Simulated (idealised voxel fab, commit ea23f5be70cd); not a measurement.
Title: Process Module voxel tone inversion
Cross-section cut spans 285 nm and uses square cells 5 nm in size.
Cross-section format: a grid of square cells, given as bands from top to bottom; each band is one or more rows of cells. The entry gives the band's vertical extent as a top height and a bottom height in nm, then its horizontal make-up as materials from left to right, each with a width in nm. "air" stands for empty space; a single material marked "edge to edge" fills the band edge to edge. Where do heights start? At 0: under that level the wafer as delivered is made of one material only. And the lowest band has no floor; it just carries on downward, as in "top 0, no bottom". A two-number width, for instance "30..40", indicates that the width is equal to the first number in the top row of the band and to the second number in the bottom row, and that it changes by a constant amount per row of cells. The designation "left unchanged", where it is given for a processing step, indicates that no cell of the cross-section was altered in the course of that step. Closed-off voids of 8+ cells (no open route to the top) go in "Closed empty spaces", written width x height at distance from the left edge, in nm. after a step's settings: what the simulator itself notes on the step. A step's line can hold "overlay nm"; with a mask on that step, the setting says how far right of the planned place the mask lay, while a negative setting says it lay to the left.
# Intended process steps
step 1: RECEIVE,material Si
step 2: CONFORMAL_DEP,material SiN,thk nm 5
step 3: DIRECTIONAL_DEP,material aC,thk nm 20
step 4: PATTERN,tone cover,mask id POSTS,material resist,width nm 15,pitch nm 45,thk nm 30,overlay nm 0
step 5: DIRECTIONAL_ETCH,etch materials aC,depth nm 20
step 6: STRIP,etch materials resist
step 7: FILL_DEP,material lowk,thk nm 10
step 8: CMP,height nm 25
step 9: STRIP,etch materials aC
# First of two wafers, processed according to plan
# Cross-section: wafer on arrival = after step 1
    top 0, no bottom: Si edge to edge
    Closed empty spaces: none
# The wafer in cross-section once step 2 is complete
    top 5, bottom 0: SiN edge to edge
    Note: structure below 0 unchanged.
# The wafer in cross-section once step 3 is complete
    top 25, bottom 5: aC edge to edge
    Note: structure below 5 unchanged.
# The wafer in cross-section once step 4 is complete
    top 55, bottom 25: air (110) | resist (15) | air (30) | resist (15) | air (115)
    Note: structure below 25 unchanged.
# The wafer in cross-section once step 5 is complete
    top 35, bottom 25: air (110) | resist (15) | air (30) | resist (15) | air (115)
    top 25, bottom 5: air (110) | aC (15) | air (30) | aC (15) | air (115)
    Note: structure below 5 unchanged.
# The wafer in cross-section once step 6 is complete
    top 25, bottom 5: air (110) | aC (15) | air (30) | aC (15) | air (115)
    Note: structure below 5 unchanged.
# The wafer in cross-section once step 7 is complete
    top 35, bottom 25: lowk edge to edge
    top 25, bottom 5: lowk (110) | aC (15) | lowk (30) | aC (15) | lowk (115)
    Note: structure below 5 unchanged.
# The wafer in cross-section once step 8 is complete
    top 25, bottom 5: lowk (110) | aC (15) | lowk (30) | aC (15) | lowk (115)
    Note: structure below 5 unchanged.
# The wafer in cross-section once step 9 is complete
    top 25, bottom 5: lowk (110) | air (15) | lowk (30) | air (15) | lowk (115)
    Note: structure below 5 unchanged.
# Regarding the second of the two wafers: it shared the first wafer's starting condition and process plan, yet one error occurred during its execution. Its history coincides with that of the first wafer up to and including step 1
# Second wafer, sectioned view, at step 2's planned end time
    top 20, bottom 0: aC edge to edge
    Note: structure below 0 unchanged.
# Second wafer, sectioned view, at step 3's planned end time
    top 25, bottom 20: SiN edge to edge
    Note: structure below 20 unchanged.
# Second wafer, sectioned view, at step 4's planned end time
    top 55, bottom 25: air (110) | resist (15) | air (30) | resist (15) | air (115)
    Note: structure below 25 unchanged.
# Second wafer, sectioned view, at step 5's planned end time
    top 35, bottom 25: air (110) | resist (15) | air (30) | resist (15) | air (115)
    Note: structure below 25 unchanged.
# Second wafer, sectioned view, at step 6's planned end time
    top 25, bottom 20: SiN edge to edge
    Note: structure below 20 unchanged.
# Second wafer, sectioned view, at step 7's planned end time
    top 35, bottom 25: lowk edge to edge
    Note: structure below 25 unchanged.
# Second wafer, sectioned view, at step 8's planned end time
    top 25, bottom 20: SiN edge to edge
    Note: structure below 20 unchanged.
Second wafer, sectioned view, at step 9's planned end time: left unchanged
Finding, execution versus plan: sequence error: steps 2 and 3 interchanged
Per the end-of-run cell counts, the second wafer holds more or fewer of some materials than the first: +228 aC, -204 lowk
